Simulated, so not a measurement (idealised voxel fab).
process module | voxel double patterning
cross-section cut | 210 nm wide | cells 5 nm
A cross-section is a grid of square cells, given in bands from the top down. A band is one or more rows of cells.
Each band's line starts with the height of the band's top and of its bottom, in nm. Then come its materials from left to right, each with its width in nm. One material with "throughout" fills the band from edge to edge. "air" is empty space.
Height 0 is the level under which the wafer as received is all one material. The lowest band goes on downwards, as in "0 down".
A width such as "30 to 40" changes by the same amount from each row of cells to the next, from the band's top row to its bottom row.
"no change" after a step means that no cell of the cross-section changed.
closed voids: empty space of 8 cells or more with no open way to the top, each as width x height at its distance from the left edge, in nm
after a step's settings: what the simulator itself notes on the step
overlay nm, on a step with a mask: how far to the right of its planned place the mask lay; to the left if negative
plan
1 op RECEIVE | material Si
2 op CONFORMAL_DEP | material SiO2 | thk nm 10
3 op DIRECTIONAL_DEP | material polySi | thk nm 10
4 op DIRECTIONAL_DEP | material SiCN | thk nm 5
5 op DIRECTIONAL_DEP | material aC | thk nm 10
6 op PATTERN | tone open | mask id FIRST | material resist | width nm 15 | pitch nm 50 | thk nm 30 | overlay nm 0
7 op DIRECTIONAL_ETCH | etch materials aC | depth nm 5
8 op STRIP | etch materials resist
9 op DIRECTIONAL_ETCH | etch materials SiCN | depth nm 5
10 op STRIP | etch materials aC
11 op MASKED_ETCH | tone open | mask id SECOND | width nm 15 | pitch nm 50 | etch materials SiCN | depth nm 5 | overlay nm 0
12 op DIRECTIONAL_ETCH | etch materials polySi | depth nm 10
13 op STRIP | etch materials SiCN
varied across the wafers: depth nm of step 7. The plan shows the first wafer's value. All wafers start alike
first wafer as received, after step 1
  0 down: Si throughout
  closed voids: none
each wafer at the end: cells of each material gained (+) or lost (-) since it was received, then its closed voids
depth nm 5 | +84 SiO2 | +72 polySi | closed voids: none
depth nm 10 | +84 SiO2 | +54 polySi | closed voids: none
depth nm 15 | +84 SiO2 | +54 polySi | closed voids: none
depth nm 20 | +84 SiO2 | +54 polySi | closed voids: none
depth nm 25 | +84 SiO2 | +54 polySi | closed voids: none
